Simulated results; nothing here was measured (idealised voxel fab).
voxel self aligned contacts: a process module
The cross-section on display is named cut; it measures 240 nm wide, and its cells are 5 nm squares.
A cross-section is written here as square cells arranged in a grid, and it is given in bands from the top down, each band taking up one or more rows of cells.
Heights first: top, then bottom, in nm. Then materials, left to right, each with a width in nm. "full width" on a single material: fills the band edge to edge. "blank": empty space.
Zero point of the height axis is 0; under it, received wafer = one material. Lowest band: continues down indefinitely, "0 -> down".
A two-number width, for instance "30->40", indicates that the width is equal to the first number in the top row of the band and to the second number in the bottom row, and that it changes by a constant amount per row of cells.
"no change occurred" (step): cross-section cells unchanged, all of them.
Voids not open to the top, 8 cells minimum: see "Tabulated closed voids". Written width x height at distance; distance is from the left edge; nm.
If you see something after the settings on a step's line, that's the simulator's own remark about that step.
Regarding "overlay nm": on a step with a mask, it is the distance the mask lay to the right of its planned place; a negative value places it to the left.
The planned process steps are enumerated hereunder
1: RECEIVE | material Si
2: OXIDIZE | depth nm 5
3: DIRECTIONAL_DEP | material polySi | thk nm 20
4: DIRECTIONAL_DEP | material SiN | thk nm 20
5: DIRECTIONAL_DEP | material aC | thk nm 15
6: PATTERN | tone cover | mask id GATE | material resist | width nm 30 | pitch nm 70 | thk nm 30 | overlay nm 0
7: DIRECTIONAL_ETCH | etch materials aC | depth nm 15
8: STRIP | etch materials resist
9: DIRECTIONAL_ETCH | etch materials SiN | depth nm 20
10: DIRECTIONAL_ETCH | etch materials polySi | depth nm 20
11: STRIP | etch materials aC
12: CONFORMAL_DEP | material SiN | thk nm 10
13: DIRECTIONAL_ETCH | etch materials SiN | depth nm 10
14: FILL_DEP | material SiO2 | thk nm 20
15: CMP | height nm 50
16: PATTERN | tone open | mask id CONTACT | material resist | width nm 50 | thk nm 20 | overlay nm 0
17: DIRECTIONAL_ETCH | etch materials SiO2 | depth nm 55
18: STRIP | etch materials resist
19: CONFORMAL_DEP | material TiN | thk nm 5
20: FILL_DEP | material W | thk nm 10
21: CMP | height nm 50
22: CONFORMAL_DEP | material SiCN | thk nm 5
Below: the first of two wafers, run as planned
Cross-section, incoming material, after step 1
- 0 -> down | Si full width
- Tabulated closed voids: none
Cross-section of the wafer after step 2
- 0 -> -5 | SiO2 full width
- Everything below -5 is unchanged.
Cross-section of the wafer after step 3
- 20 -> 0 | polySi full width
- Everything below 0 is unchanged.
Cross-section of the wafer after step 4
- 40 -> 20 | SiN full width
- Everything below 20 is unchanged.
Cross-section of the wafer after step 5
- 55 -> 40 | aC full width
- Everything below 40 is unchanged.
Cross-section of the wafer after step 6
- 85 -> 55 | blank 70 nm | resist 30 nm | blank 40 nm | resist 30 nm | blank 70 nm
- Everything below 55 is unchanged.
Cross-section of the wafer after step 7
- 70 -> 55 | blank 70 nm | resist 30 nm | blank 40 nm | resist 30 nm | blank 70 nm
- 55 -> 40 | blank 70 nm | aC 30 nm | blank 40 nm | aC 30 nm | blank 70 nm
- Everything below 40 is unchanged.
Cross-section of the wafer after step 8
- 55 -> 40 | blank 70 nm | aC 30 nm | blank 40 nm | aC 30 nm | blank 70 nm
- Everything below 40 is unchanged.
Cross-section of the wafer after step 9
- 55 -> 40 | blank 70 nm | aC 30 nm | blank 40 nm | aC 30 nm | blank 70 nm
- 40 -> 20 | blank 70 nm | SiN 30 nm | blank 40 nm | SiN 30 nm | blank 70 nm
- Everything below 20 is unchanged.
Cross-section of the wafer after step 10
- 55 -> 40 | blank 70 nm | aC 30 nm | blank 40 nm | aC 30 nm | blank 70 nm
- 40 -> 20 | blank 70 nm | SiN 30 nm | blank 40 nm | SiN 30 nm | blank 70 nm
- 20 -> 0 | blank 70 nm | polySi 30 nm | blank 40 nm | polySi 30 nm | blank 70 nm
- Everything below 0 is unchanged.
Cross-section of the wafer after step 11
- 40 -> 20 | blank 70 nm | SiN 30 nm | blank 40 nm | SiN 30 nm | blank 70 nm
- Everything below 20 is unchanged.
Cross-section of the wafer after step 12
- 50 -> 20 | blank 60 nm | SiN 50 nm | blank 20 nm | SiN 50 nm | blank 60 nm
- 20 -> 10 | blank 60 nm | SiN 10 nm | polySi 30 nm | SiN 10 nm | blank 20 nm | SiN 10 nm | polySi 30 nm | SiN 10 nm | blank 60 nm
- 10 -> 0 | SiN 70 nm | polySi 30 nm | SiN 40 nm | polySi 30 nm | SiN 70 nm
- Everything below 0 is unchanged.
Cross-section of the wafer after step 13
- 40 -> 20 | blank 60 nm | SiN 50 nm | blank 20 nm | SiN 50 nm | blank 60 nm
- 20 -> 0 | blank 60 nm | SiN 10 nm | polySi 30 nm | SiN 10 nm | blank 20 nm | SiN 10 nm | polySi 30 nm | SiN 10 nm | blank 60 nm
- Everything below 0 is unchanged.
Cross-section of the wafer after step 14
- 60 -> 40 | SiO2 full width
- 40 -> 20 | SiO2 60 nm | SiN 50 nm | SiO2 20 nm | SiN 50 nm | SiO2 60 nm
- 20 -> 0 | SiO2 60 nm | SiN 10 nm | polySi 30 nm | SiN 10 nm | SiO2 20 nm | SiN 10 nm | polySi 30 nm | SiN 10 nm | SiO2 60 nm
- Everything below 0 is unchanged.
Cross-section of the wafer after step 15
- 50 -> 40 | SiO2 full width
- Everything below 40 is unchanged.
Cross-section of the wafer after step 16
- 70 -> 50 | resist 95 nm | blank 50 nm | resist 95 nm
- Everything below 50 is unchanged.
Cross-section of the wafer after step 17
- 70 -> 50 | resist 95 nm | blank 50 nm | resist 95 nm
- 50 -> 40 | SiO2 95 nm | blank 50 nm | SiO2 95 nm
- 40 -> 20 | SiO2 60 nm | SiN 50 nm | blank 20 nm | SiN 50 nm | SiO2 60 nm
- 20 -> 0 | SiO2 60 nm | SiN 10 nm | polySi 30 nm | SiN 10 nm | blank 20 nm | SiN 10 nm | polySi 30 nm | SiN 10 nm | SiO2 60 nm
- 0 -> -5 | SiO2 110 nm | blank 20 nm | SiO2 110 nm
- Everything below -5 is unchanged.
Cross-section of the wafer after step 18
- 50 -> 40 | SiO2 95 nm | blank 50 nm | SiO2 95 nm
- Everything below 40 is unchanged.
Cross-section of the wafer after step 19
- 55 -> 50 | TiN 100 nm | blank 40 nm | TiN 100 nm
- 50 -> 40 | SiO2 95 nm | TiN 5->20 nm | blank 40->10 nm | TiN 5->20 nm | SiO2 95 nm
- 40 -> 20 | SiO2 60 nm | SiN 50 nm | TiN 5 nm | blank 10 nm | TiN 5 nm | SiN 50 nm | SiO2 60 nm
- 20 -> 0 | SiO2 60 nm | SiN 10 nm | polySi 30 nm | SiN 10 nm | TiN 5 nm | blank 10 nm | TiN 5 nm | SiN 10 nm | polySi 30 nm | SiN 10 nm | SiO2 60 nm
- 0 -> -5 | SiO2 110 nm | TiN 20 nm | SiO2 110 nm
- Everything below -5 is unchanged.
Cross-section of the wafer after step 20
- 65 -> 55 | W full width
- 55 -> 50 | TiN 100 nm | W 40 nm | TiN 100 nm
- 50 -> 40 | SiO2 95 nm | TiN 5->20 nm | W 40->10 nm | TiN 5->20 nm | SiO2 95 nm
- 40 -> 20 | SiO2 60 nm | SiN 50 nm | TiN 5 nm | W 10 nm | TiN 5 nm | SiN 50 nm | SiO2 60 nm
- 20 -> 0 | SiO2 60 nm | SiN 10 nm | polySi 30 nm | SiN 10 nm | TiN 5 nm | W 10 nm | TiN 5 nm | SiN 10 nm | polySi 30 nm | SiN 10 nm | SiO2 60 nm
- Everything below 0 is unchanged.
Cross-section of the wafer after step 21
- 50 -> 40 | SiO2 95 nm | TiN 5->20 nm | W 40->10 nm | TiN 5->20 nm | SiO2 95 nm
- Everything below 40 is unchanged.
Cross-section of the wafer after step 22
- 55 -> 50 | SiCN full width
- Everything below 50 is unchanged.
Second of two: same start, same plan, one run error; steps up to and including 2 match the first
The second wafer cut through, at the time step 3 was supposed to be finished
- 40 -> 0 | polySi full width
- Everything below 0 is unchanged.
The second wafer cut through, at the time step 4 was supposed to be finished
- 60 -> 40 | SiN full width
- Everything below 40 is unchanged.
The second wafer cut through, at the time step 5 was supposed to be finished
- 75 -> 60 | aC full width
- Everything below 60 is unchanged.
The second wafer cut through, at the time step 6 was supposed to be finished
- 105 -> 75 | blank 70 nm | resist 30 nm | blank 40 nm | resist 30 nm | blank 70 nm
- Everything below 75 is unchanged.
The second wafer cut through, at the time step 7 was supposed to be finished
- 90 -> 75 | blank 70 nm | resist 30 nm | blank 40 nm | resist 30 nm | blank 70 nm
- 75 -> 60 | blank 70 nm | aC 30 nm | blank 40 nm | aC 30 nm | blank 70 nm
- Everything below 60 is unchanged.
The second wafer cut through, at the time step 8 was supposed to be finished
- 75 -> 60 | blank 70 nm | aC 30 nm | blank 40 nm | aC 30 nm | blank 70 nm
- Everything below 60 is unchanged.
The second wafer cut through, at the time step 9 was supposed to be finished
- 75 -> 60 | blank 70 nm | aC 30 nm | blank 40 nm | aC 30 nm | blank 70 nm
- 60 -> 40 | blank 70 nm | SiN 30 nm | blank 40 nm | SiN 30 nm | blank 70 nm
- Everything below 40 is unchanged.
The second wafer cut through, at the time step 10 was supposed to be finished
- 75 -> 60 | blank 70 nm | aC 30 nm | blank 40 nm | aC 30 nm | blank 70 nm
- 60 -> 40 | blank 70 nm | SiN 30 nm | blank 40 nm | SiN 30 nm | blank 70 nm
- 40 -> 20 | blank 70 nm | polySi 30 nm | blank 40 nm | polySi 30 nm | blank 70 nm
- Everything below 20 is unchanged.
The second wafer cut through, at the time step 11 was supposed to be finished
- 60 -> 40 | blank 70 nm | SiN 30 nm | blank 40 nm | SiN 30 nm | blank 70 nm
- Everything below 40 is unchanged.
The second wafer cut through, at the time step 12 was supposed to be finished
- 70 -> 40 | blank 60 nm | SiN 50 nm | blank 20 nm | SiN 50 nm | blank 60 nm
- 40 -> 30 | blank 60 nm | SiN 10 nm | polySi 30 nm | SiN 10 nm | blank 20 nm | SiN 10 nm | polySi 30 nm | SiN 10 nm | blank 60 nm
- 30 -> 20 | SiN 70 nm | polySi 30 nm | SiN 40 nm | polySi 30 nm | SiN 70 nm
- Everything below 20 is unchanged.
The second wafer cut through, at the time step 13 was supposed to be finished
- 60 -> 40 | blank 60 nm | SiN 50 nm | blank 20 nm | SiN 50 nm | blank 60 nm
- 40 -> 20 | blank 60 nm | SiN 10 nm | polySi 30 nm | SiN 10 nm | blank 20 nm | SiN 10 nm | polySi 30 nm | SiN 10 nm | blank 60 nm
- Everything below 20 is unchanged.
The second wafer cut through, at the time step 14 was supposed to be finished
- 80 -> 60 | SiO2 full width
- 60 -> 40 | SiO2 60 nm | SiN 50 nm | SiO2 20 nm | SiN 50 nm | SiO2 60 nm
- 40 -> 20 | SiO2 60 nm | SiN 10 nm | polySi 30 nm | SiN 10 nm | SiO2 20 nm | SiN 10 nm | polySi 30 nm | SiN 10 nm | SiO2 60 nm
- Everything below 20 is unchanged.
The second wafer cut through, at the time step 15 was supposed to be finished
- 50 -> 40 | SiO2 60 nm | SiN 50 nm | SiO2 20 nm | SiN 50 nm | SiO2 60 nm
- Everything below 40 is unchanged.
The second wafer cut through, at the time step 16 was supposed to be finished
- 70 -> 50 | resist 95 nm | blank 50 nm | resist 95 nm
- Everything below 50 is unchanged.
The second wafer cut through, at the time step 17 was supposed to be finished
- 70 -> 50 | resist 95 nm | blank 50 nm | resist 95 nm
- 50 -> 40 | SiO2 60 nm | SiN 50 nm | blank 20 nm | SiN 50 nm | SiO2 60 nm
- 40 -> 20 | SiO2 60 nm | SiN 10 nm | polySi 30 nm | SiN 10 nm | blank 20 nm | SiN 10 nm | polySi 30 nm | SiN 10 nm | SiO2 60 nm
- Everything below 20 is unchanged.
The second wafer cut through, at the time step 18 was supposed to be finished
- 50 -> 40 | SiO2 60 nm | SiN 50 nm | blank 20 nm | SiN 50 nm | SiO2 60 nm
- Everything below 40 is unchanged.
The second wafer cut through, at the time step 19 was supposed to be finished
- 55 -> 50 | TiN 115 nm | blank 10 nm | TiN 115 nm
- 50 -> 40 | SiO2 60 nm | SiN 50 nm | TiN 5 nm | blank 10 nm | TiN 5 nm | SiN 50 nm | SiO2 60 nm
- 40 -> 25 | SiO2 60 nm | SiN 10 nm | polySi 30 nm | SiN 10 nm | TiN 5 nm | blank 10 nm | TiN 5 nm | SiN 10 nm | polySi 30 nm | SiN 10 nm | SiO2 60 nm
- 25 -> 20 | SiO2 60 nm | SiN 10 nm | polySi 30 nm | SiN 10 nm | TiN 20 nm | SiN 10 nm | polySi 30 nm | SiN 10 nm | SiO2 60 nm
- Everything below 20 is unchanged.
The second wafer cut through, at the time step 20 was supposed to be finished
- 65 -> 55 | W full width
- 55 -> 50 | TiN 115 nm | W 10 nm | TiN 115 nm
- 50 -> 40 | SiO2 60 nm | SiN 50 nm | TiN 5 nm | W 10 nm | TiN 5 nm | SiN 50 nm | SiO2 60 nm
- 40 -> 25 | SiO2 60 nm | SiN 10 nm | polySi 30 nm | SiN 10 nm | TiN 5 nm | W 10 nm | TiN 5 nm | SiN 10 nm | polySi 30 nm | SiN 10 nm | SiO2 60 nm
- Everything below 25 is unchanged.
The second wafer cut through, at the time step 21 was supposed to be finished
- 50 -> 40 | SiO2 60 nm | SiN 50 nm | TiN 5 nm | W 10 nm | TiN 5 nm | SiN 50 nm | SiO2 60 nm
- Everything below 40 is unchanged.
The second wafer cut through, at the time step 22 was supposed to be finished
- 55 -> 50 | SiCN full width
- Everything below 50 is unchanged.
Finding, execution versus plan: yeah, plan step 3 got run twice
Final tally in cells, some materials are higher or lower on the second wafer than on the first: 40 fewer of SiN; 120 fewer of SiO2; 16 fewer of TiN; 16 fewer of W; 192 more of polySi
